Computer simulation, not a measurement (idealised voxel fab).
Herein follows the process module entitled voxel self aligned vias.
Cross-sectional view cut (width: 220 nm; square cell size: 5 nm).
If you're reading a cross-section in this doc, picture square cells in a grid; it comes to you as bands, top ones listed first down to the bottom, and a band can be one or more rows of cells.
Heights first: top, then bottom, in nm. Then materials, left to right, each with a width in nm. "everywhere" on a single material: fills the band edge to edge. "air": empty space.
The level at which height equals 0 is the one under which the wafer, as it arrives, is entirely one material. No lower edge exists for the bottom band, which continues downward and is notated as in "0 and below".
A width such as "30->40" changes by the same amount from each row of cells to the next, from the band's top row to its bottom row.
Key: "changes: none" - step with no changed cell in the cross-section.
Closed empty spaces (no open way to the top) of 8 cells or more are what "Completely enclosed voids" lists, each as width x height at distance from the left edge, nm for all three.
Where a step's line continues beyond its settings, the continuation is a remark by the simulator itself on that step.
"overlay nm", when on a step's line for a step with a mask, measures how far to the right of its planned place the mask lay; a negative measure means to the left.

[This section lists the process steps that were planned]
1) RECEIVE: material Si
2) CONFORMAL_DEP: material SiO2, thk nm 10
3) CONFORMAL_DEP: material SiCN, thk nm 5
4) DIRECTIONAL_DEP: material lowk, thk nm 30
5) DIRECTIONAL_DEP: material aC, thk nm 10
6) PATTERN: tone open, mask id LINES, material resist, width nm 30, pitch nm 70, thk nm 30, overlay nm 0
7) DIRECTIONAL_ETCH: etch materials aC, depth nm 10
8) STRIP: etch materials resist
9) DIRECTIONAL_ETCH: etch materials lowk, depth nm 30
10) STRIP: etch materials aC
11) CONFORMAL_DEP: material TiN, thk nm 5
12) FILL_DEP: material W, thk nm 5
13) CMP: height nm 45
14) SELECTIVE_ETCH: etch materials W Ru TiN, depth nm 10
15) FILL_DEP: material SiN, thk nm 10
16) CMP: height nm 45
17) DIRECTIONAL_DEP: material lowk, thk nm 15
18) MASKED_ETCH: tone open, mask id VIAS, width nm 40, pitch nm 70, etch materials lowk, depth nm 15, overlay nm 0
19) MASKED_ETCH: tone open, mask id VIAS, width nm 40, pitch nm 70, etch materials SiN, depth nm 10, overlay nm 0
20) CONFORMAL_DEP: material TiN, thk nm 5
21) FILL_DEP: material W, thk nm 10
22) CMP: height nm 60
23) CONFORMAL_DEP: material SiCN, thk nm 5

[So this is the incoming wafer in cross-section - it's already been through step 1]
* 0 and below: Si everywhere
* Completely enclosed voids: none

[Cross-section, end of module. Start: as above. Plan: as above. Execution: one mistake]
* 65 down to 60: SiCN everywhere
* 60 down to 40: lowk (55) / TiN (5) / W (30) / TiN (5) / lowk (30) / TiN (5) / W (30) / TiN (5) / lowk (55)
* 40 down to 35: lowk (55) / TiN (40) / lowk (30) / TiN (40) / lowk (55)
* 35 down to 30: lowk (55) / TiN (10) / W (20) / TiN (10) / lowk (30) / TiN (10) / W (20) / TiN (10) / lowk (55)
* 30 down to 20: lowk (60) / TiN (5) / W (20) / TiN (5) / lowk (40) / TiN (5) / W (20) / TiN (5) / lowk (60)
* 20 down to 15: lowk (60) / TiN (30) / lowk (40) / TiN (30) / lowk (60)
* 15 down to 10: SiCN everywhere
* 10 down to 0: SiO2 everywhere
* 0 and below: Si everywhere
* Completely enclosed voids: none
Which mistake was made when the wafer was run? twice, step 18 of the plan was run
